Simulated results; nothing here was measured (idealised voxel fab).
Process module heading - voxel spacer lines
Xsec cut, 210 nm wide, square cell size 5 nm.
For the purposes of this document, a cross-section shall be understood as a grid of square cells, specified as bands listed in top-to-bottom order, each band consisting of one or more rows of cells.
Band: top height; bottom height; in nm. Then, left to right: material with width in nm, for each material. "edge to edge": a single material spanning edge to edge. "empty": empty space.
Note: height 0 marks the level under which the wafer is uniformly one material as received. Lowest band unbounded below, written "top 0, no bottom".
The expression "30..40" gives the width at the extremes of the band, the first number at its top row of cells and the second at its bottom row, with the width changing by equal amounts from each row to the next in between.
"no modification", as given for a step, is the statement that not any cell of the cross-section underwent a change during that step.
Heads up: "Encapsulated voids" only lists the empty pockets with no open path to the top that are 8 cells or more, and it writes them as width x height at distance, distance from the left edge, in nm.
Step line, after settings: the simulator's comment on this step.
You can add "overlay nm" to a step's line. For a step with a mask, it describes how far the mask lay to the right of its planned position, and a negative number describes a lay to the left.

**Planned step list for the process**
1,RECEIVE (material Si)
2,CONFORMAL_DEP (material Al2O3; thk nm 10)
3,DIRECTIONAL_DEP (material TiN; thk nm 10)
4,DIRECTIONAL_DEP (material polySi; thk nm 30)
5,PATTERN (tone cover; mask id MANDREL; material resist; width nm 15; pitch nm 50; thk nm 40; overlay nm 0)
6,DIRECTIONAL_ETCH (etch materials polySi; depth nm 30)
7,STRIP (etch materials resist)
8,CONFORMAL_DEP (material SiO2; thk nm 10)
9,DIRECTIONAL_ETCH (etch materials SiO2; depth nm 10)
10,STRIP (etch materials polySi)
11,DIRECTIONAL_ETCH (etch materials TiN; depth nm 10)
12,STRIP (etch materials SiO2)

**Cross-section: wafer on arrival = after step 1**
- top 0, no bottom: Si edge to edge
- Encapsulated voids: none

**Starting wafer: above. Plan: above. Run: one mistake. Cross-section after the module: below**
- top 50, bottom 20: empty 45 nm | polySi 15 nm | empty 35 nm | polySi 15 nm | empty 35 nm | polySi 15 nm | empty 50 nm
- top 20, bottom 10: empty 45 nm | TiN 15 nm | empty 35 nm | TiN 15 nm | empty 35 nm | TiN 15 nm | empty 50 nm
- top 10, bottom 0: Al2O3 edge to edge
- top 0, no bottom: Si edge to edge
- Encapsulated voids: none
Heads up, the wafer didn't run the way we planned it: step 10, actual vs plan mismatch, actual run STRIP (etch materials SiO2)
